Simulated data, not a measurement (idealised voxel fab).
process module | voxel fin reveal
295 nm wide, 5 nm square cells: that's cross-section cut.
A cross-section is a grid of square cells, given in bands from the top down. A band is one or more rows of cells. Each band's line starts with the height of the band's top and of its bottom, in nm. Then come its materials from left to right, each with its width in nm. One material with "edge to edge" fills the band from edge to edge. "empty" is empty space. Heights are expressed relative to 0, this being the level below which the as-received wafer comprises one material exclusively. The lowest band is unbounded in the downward direction and is denoted as in "0 and below". A two-number width, for instance "30..40", indicates that the width is equal to the first number in the top row of the band and to the second number in the bottom row, and that it changes by a constant amount per row of cells. Where the words "no change occurred" appear for a step, the cross-section shows no cell changed by that step; every cell remained as before. For the entry "Closed void roster", the listed items are empty spaces with no open way to the top whose size is 8 cells or more; each item follows the pattern width x height at distance, where distance is from the left edge and all three are in nm. Formally, on a step line, whatever follows the settings is a remark that the simulator itself makes on the step. The optional step-line setting "overlay nm" applies to steps with a mask and quantifies how far to the right of its planned location the mask lay, a negative value indicating leftward placement.
Process steps (planned):
1 RECEIVE [material Si]
2 CONFORMAL_DEP [material SiN] [thk nm 10]
3 PATTERN [tone cover] [mask id FINS] [material resist] [width nm 15] [pitch nm 40] [thk nm 20] [overlay nm 0]
4 DIRECTIONAL_ETCH [etch materials SiN] [depth nm 10]
5 DIRECTIONAL_ETCH [etch materials Si] [depth nm 30]
6 STRIP [etch materials resist]
7 FILL_DEP [material SiO2] [thk nm 5]
8 CMP [height nm 10]
9 SELECTIVE_ETCH [etch materials SiO2] [depth nm 15]
10 STRIP [etch materials SiN]
11 CONFORMAL_DEP [material SiO2] [thk nm 5]
The depth nm used in step 9 is not the same on every wafer, whereas the starting condition is; the value printed in the plan is the first wafer's.
As-received state after step 1, first of several wafers, cross-section:
* 0 and below: Si edge to edge
* Closed void roster: none
First wafer of several, cross-section, module end, after step 11 (last):
* 5 down to 0: empty 95 nm | SiO2 25 nm | empty 15 nm | SiO2 25 nm | empty 15 nm | SiO2 25 nm | empty 95 nm
* 0 down to -30: SiO2 100 nm | Si 15 nm | SiO2 25 nm | Si 15 nm | SiO2 25 nm | Si 15 nm | SiO2 100 nm
* -30 and below: Si edge to edge
* Closed void roster: none
Module end, final wafer: cross-section:
* 5 down to 0: empty 95 nm | SiO2 25 nm | empty 15 nm | SiO2 25 nm | empty 15 nm | SiO2 25 nm | empty 95 nm
* 0 down to -25: empty 95 nm | SiO2 5 nm | Si 15 nm | SiO2 5 nm | empty 15 nm | SiO2 5 nm | Si 15 nm | SiO2 5 nm | empty 15 nm | SiO2 5 nm | Si 15 nm | SiO2 5 nm | empty 95 nm
* -25 down to -30: SiO2 100 nm | Si 15 nm | SiO2 25 nm | Si 15 nm | SiO2 25 nm | Si 15 nm | SiO2 100 nm
* -30 and below: Si edge to edge
* Closed void roster: none
Basically each wafer gets a line in the table, showing it at the end of the module: material by material, the cells it gained (+) or lost (-) since we got it, then its closed voids:
depth nm 15 | -300 Si | +315 SiO2 | Closed void roster: none
depth nm 20 | -300 Si | +271 SiO2 | Closed void roster: none
depth nm 25 | -300 Si | +227 SiO2 | Closed void roster: none
depth nm 30 | -300 Si | +183 SiO2 | Closed void roster: none
depth nm 35 | -300 Si | +139 SiO2 | Closed void roster: none
depth nm 40 | -300 Si | +95 SiO2 | Closed void roster: none
